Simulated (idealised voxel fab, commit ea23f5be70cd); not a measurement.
process module | voxel quadruple lines
Each square cell in cross-section cut measures 5 nm, and the section as a whole is 265 nm wide.
Each cross-section below is a grid of square cells, stated as bands in top-down order, with one or more rows of cells making up each band. Top, bottom (nm), then materials left to right with widths (nm); lone material tagged "all across" fills the whole band edge to edge; "air" = empty space. Beneath 0, the wafer as received is one material, and that level is where height counting begins. The lowest band goes on downward without a bottom; it is written like "0..down". A two-number width, for instance "30..40", indicates that the width is equal to the first number in the top row of the band and to the second number in the bottom row, and that it changes by a constant amount per row of cells. Given "left unchanged" for a step, no cell of the cross-section differs between before and after that step. Enclosed void list: empty space of 8 cells or more with no open way to the top, each as width x height at its distance from the left edge, in nm. The remark found on a step's line after its settings is issued by the simulator itself and pertains to that step. The setting "overlay nm" may be written on the line of a step. When the step uses a mask, the value reports how far to the right of the planned place the mask lay, and a negative value reports that it lay to the left.
**Planned step list for the process**
1) RECEIVE,material Si
2) CONFORMAL_DEP,material SiO2,thk nm 5
3) DIRECTIONAL_DEP,material TiN,thk nm 10
4) DIRECTIONAL_DEP,material polySi,thk nm 15
5) DIRECTIONAL_DEP,material aC,thk nm 25
6) PATTERN,tone cover,mask id MANDREL,material resist,width nm 25,pitch nm 80,thk nm 30,overlay nm 0
7) DIRECTIONAL_ETCH,etch materials aC,depth nm 25
8) STRIP,etch materials resist
9) CONFORMAL_DEP,material SiO2,thk nm 15
10) DIRECTIONAL_ETCH,etch materials SiO2,depth nm 15
11) STRIP,etch materials aC
12) DIRECTIONAL_ETCH,etch materials polySi,depth nm 15
13) STRIP,etch materials SiO2
14) CONFORMAL_DEP,material SiCN,thk nm 5
15) DIRECTIONAL_ETCH,etch materials SiCN,depth nm 5
16) STRIP,etch materials polySi
17) DIRECTIONAL_ETCH,etch materials TiN,depth nm 10
18) STRIP,etch materials SiCN
Among the wafers covered here, the point of difference is the thk nm at step 2; their starting state is shared, and the plan presents the value of the first wafer.
**First of several wafers, received after step 1, in cross-section**
0..down | Si all across
Enclosed void list: none
**first wafer at the end, after step 18**
15..5 | air: 60  TiN: 5  air: 15  TiN: 5  air: 15  TiN: 5  air: 15  TiN: 5  air: 15  TiN: 5  air: 15  TiN: 5  air: 15  TiN: 5  air: 15  TiN: 5  air: 60
5..0 | SiO2 all across
0..down | Si all across
Enclosed void list: none
**last wafer at the end**
30..20 | air: 60  TiN: 5  air: 15  TiN: 5  air: 15  TiN: 5  air: 15  TiN: 5  air: 15  TiN: 5  air: 15  TiN: 5  air: 15  TiN: 5  air: 15  TiN: 5  air: 60
20..0 | SiO2 all across
0..down | Si all across
Enclosed void list: none
**End of module, by wafer: material-by-material cell gain (+) or loss (-) since receipt, then closed voids**
thk nm 5 | +53 SiO2 | +16 TiN | Enclosed void list: none
thk nm 10 | +106 SiO2 | +16 TiN | Enclosed void list: none
thk nm 15 | +159 SiO2 | +16 TiN | Enclosed void list: none
thk nm 20 | +212 SiO2 | +16 TiN | Enclosed void list: none
